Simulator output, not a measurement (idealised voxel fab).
process module | voxel self aligned vias
cross-section cut | 185 nm wide | cells 5 nm
A cross-section is a grid of square cells, given in bands from the top down. A band is one or more rows of cells.
Each band's line starts with the height of the band's top and of its bottom, in nm. Then come its materials from left to right, each with its width in nm. One material with "throughout" fills the band from edge to edge. "air" is empty space.
Height 0 is the level under which the wafer as received is all one material. The lowest band goes on downwards, as in "0 down".
A width such as "30 to 40" changes by the same amount from each row of cells to the next, from the band's top row to its bottom row.
"no change" after a step means that no cell of the cross-section changed.
closed voids: empty space of 8 cells or more with no open way to the top, each as width x height at its distance from the left edge, in nm
after a step's settings: what the simulator itself notes on the step
overlay nm, on a step with a mask: how far to the right of its planned place the mask lay; to the left if negative
plan
1 op RECEIVE | material Si
2 op CONFORMAL_DEP | material SiO2 | thk nm 15
3 op CONFORMAL_DEP | material SiCN | thk nm 5
4 op DIRECTIONAL_DEP | material SiO2 | thk nm 30
5 op DIRECTIONAL_DEP | material aC | thk nm 10
6 op PATTERN | tone open | mask id LINES | material resist | width nm 25 | pitch nm 50 | thk nm 25 | overlay nm 0
7 op DIRECTIONAL_ETCH | etch materials aC | depth nm 10
8 op STRIP | etch materials resist
9 op DIRECTIONAL_ETCH | etch materials SiO2 | depth nm 30
10 op STRIP | etch materials aC
11 op CONFORMAL_DEP | material TiN | thk nm 5
12 op FILL_DEP | material W | thk nm 5
13 op CMP | height nm 50
14 op SELECTIVE_ETCH | etch materials W Ru TiN | depth nm 5
15 op FILL_DEP | material SiN | thk nm 10
16 op CMP | height nm 50
17 op DIRECTIONAL_DEP | material SiO2 | thk nm 15
18 op MASKED_ETCH | tone open | mask id VIAS | width nm 35 | etch materials SiO2 | depth nm 15 | overlay nm 0
19 op MASKED_ETCH | tone open | mask id VIAS | width nm 35 | etch materials SiN | depth nm 5 | overlay nm 0
20 op CONFORMAL_DEP | material TiN | thk nm 5
21 op FILL_DEP | material Cu | thk nm 10
22 op CMP | height nm 65
23 op CONFORMAL_DEP | material SiCN | thk nm 5
as received, after step 1
  0 down: Si throughout
  closed voids: none
a wafer at the end: this start, this plan, one mistake
  70 to 65: SiCN throughout
  65 to 55: SiO2 55 | TiN 5 | Cu 25 | TiN 5 | SiO2 95
  55 to 50: SiO2 55 | TiN 5 | Cu 15 | TiN 15 | SiO2 95
  50 to 45: SiO2 55 | TiN 25 | SiO2 25 | SiN 25 | SiO2 55
  45 to 25: SiO2 55 | TiN 5 | W 15 | TiN 5 | SiO2 25 | TiN 5 | W 15 | TiN 5 | SiO2 55
  25 to 20: SiO2 55 | TiN 25 | SiO2 25 | TiN 25 | SiO2 55
  20 to 15: SiCN throughout
  15 to 0: SiO2 throughout
  0 down: Si throughout
  closed voids: none
what went wrong: step 18 ran as: op MASKED_ETCH | tone open | mask id VIAS | width nm 35 | etch materials SiO2 | depth nm 15 | overlay nm 5
